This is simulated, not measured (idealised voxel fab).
Process module under the name voxel released beams
220 nm wide, 5 nm square cells: that's cross-section cut.
A cross-section in this document is a grid of square cells, and it is written down as bands, the top band listed before the ones below it; a band is made up of one or more rows of cells. The entry gives the band's vertical extent as a top height and a bottom height in nm, then its horizontal make-up as materials from left to right, each with a width in nm. "empty" stands for empty space; a single material marked "throughout" fills the band edge to edge. Zero point of the height axis is 0; under it, received wafer = one material. Lowest band: continues down indefinitely, "0 nm and below". Width spec "30 to 40" -> top row of cells at first value, bottom row at second value, equal per-row change in between. "left unchanged", as given for a step, is the statement that not any cell of the cross-section underwent a change during that step. So "Trapped cavities" is basically the list of trapped voids: any empty space of 8 cells or more that can't reach the top through an opening. They're written width x height at distance, the distance being from the left edge, and it's all nm. Past the settings on a step's line: simulator remark, on that step. "overlay nm" answers the question of how far to the right of plan the mask lay on a step that has a mask, and when it is negative the answer is to the left.

Steps in the process plan:
1: RECEIVE,material Si
2: CONFORMAL_DEP,material Al2O3,thk nm 10
3: DIRECTIONAL_DEP,material SiO2,thk nm 10
4: PATTERN,tone open,mask id ANCHOR,material resist,width nm 35,thk nm 15,overlay nm 0
5: DIRECTIONAL_ETCH,etch materials SiO2,depth nm 10
6: STRIP,etch materials resist
7: CONFORMAL_DEP,material polySi,thk nm 15
8: DIRECTIONAL_DEP,material aC,thk nm 15
9: PATTERN,tone cover,mask id BEAM,material resist,width nm 85,thk nm 30,overlay nm 0
10: DIRECTIONAL_ETCH,etch materials aC,depth nm 15
11: STRIP,etch materials resist
12: DIRECTIONAL_ETCH,etch materials polySi,depth nm 15
13: STRIP,etch materials aC
14: STRIP,etch materials SiO2

So this is the incoming wafer in cross-section - it's already been through step 1:
0 nm and below: Si throughout
Trapped cavities: none

Here's the wafer cut in cross-section after the module, started and planned just like above, except one thing was done wrong in the run:
35 nm to 25 nm: 65 of empty / 30 of polySi / 5 of empty / 50 of polySi / 70 of empty
25 nm to 20 nm: 65 of empty / 85 of polySi / 70 of empty
20 nm to 10 nm: 80 of empty / 35 of polySi / 105 of empty
10 nm to 0 nm: Al2O3 throughout
0 nm and below: Si throughout
Trapped cavities: none
What broke from the plan during processing? step 4 ran as: PATTERN,tone open,mask id ANCHOR,material resist,width nm 35,thk nm 15,overlay nm 10
